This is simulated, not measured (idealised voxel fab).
Process module heading - voxel air gaps
This is section cut - it's 290 nm across, gridded in 5 nm square cells.
If you're reading a cross-section in this doc, picture square cells in a grid; it comes to you as bands, top ones listed first down to the bottom, and a band can be one or more rows of cells. Look at the band entry: it leads with the top's height and the bottom's height in nm. Then it lists the materials left to right, with a width in nm for each. The word "full width" on a single material says that material fills the band edge to edge. The word "empty" is empty space. Height 0 is the level under which the wafer as received is all one material. The lowest band goes on downwards, as in "z 0 and below". Graded width ("30 to 40"): value in top row of band = first number; value in bottom row = second number; row-to-row change constant. A step reported as "nothing got changed" is a step in which no cell of the cross-section changed. What "Closed void table" gives you is every empty space of 8 cells or more that is cut off from the top. Each appears as width x height at distance, with the distance taken from the left edge and width, height and distance all in nm. On each step's line, the part that comes after the settings is the simulator's own comment on the step. "overlay nm" answers the question of how far to the right of plan the mask lay on a step that has a mask, and when it is negative the answer is to the left.

**The planned process steps are enumerated hereunder**
1: op RECEIVE | material Si
2: op CONFORMAL_DEP | material SiO2 | thk nm 15
3: op CONFORMAL_DEP | material SiN | thk nm 5
4: op DIRECTIONAL_DEP | material SiO2 | thk nm 40
5: op PATTERN | tone open | mask id LINES | material resist | width nm 25 | pitch nm 50 | thk nm 15 | overlay nm 0
6: op DIRECTIONAL_ETCH | etch materials SiO2 | depth nm 40
7: op STRIP | etch materials resist
8: op CONFORMAL_DEP | material TiN | thk nm 5
9: op FILL_DEP | material Ru | thk nm 5
10: op CMP | height nm 60
11: op EPI | material Ru | thk nm 10
12: op SELECTIVE_ETCH | etch materials SiO2 | depth nm 50
13: op CONFORMAL_DEP | material SiCN | thk nm 5

**This is the cross-section of the wafer as we received it, i.e. after step 1**
* z 0 and below  Si full width
* Closed void table: none

**Final cross-section, module run with one mistake (start and plan as above)**
* z 75 to 70  empty=65, SiCN=155, empty=70
* z 70 to 60  empty=65, SiCN=5, Ru=45, SiCN=5, Ru=45, SiCN=5, Ru=45, SiCN=5, empty=70
* z 60 to 25  empty=65, SiCN=5, Ru=10, TiN=5, Ru=15, TiN=5, Ru=10, SiCN=5, Ru=10, TiN=5, Ru=15, TiN=5, Ru=10, SiCN=5, Ru=10, TiN=5, Ru=15, TiN=5, Ru=10, SiCN=5, empty=70
* z 25 to 20  SiCN=70, Ru=10, TiN=25, Ru=10, SiCN=5, Ru=10, TiN=25, Ru=10, SiCN=5, Ru=10, TiN=25, Ru=10, SiCN=75
* z 20 to 15  SiN full width
* z 15 to 0  SiO2 full width
* z 0 and below  Si full width
* Closed void table: none
Want to know what went wrong? the intended sequence of steps 11 and 12 was reversed during processing, with each occupying the position of the other
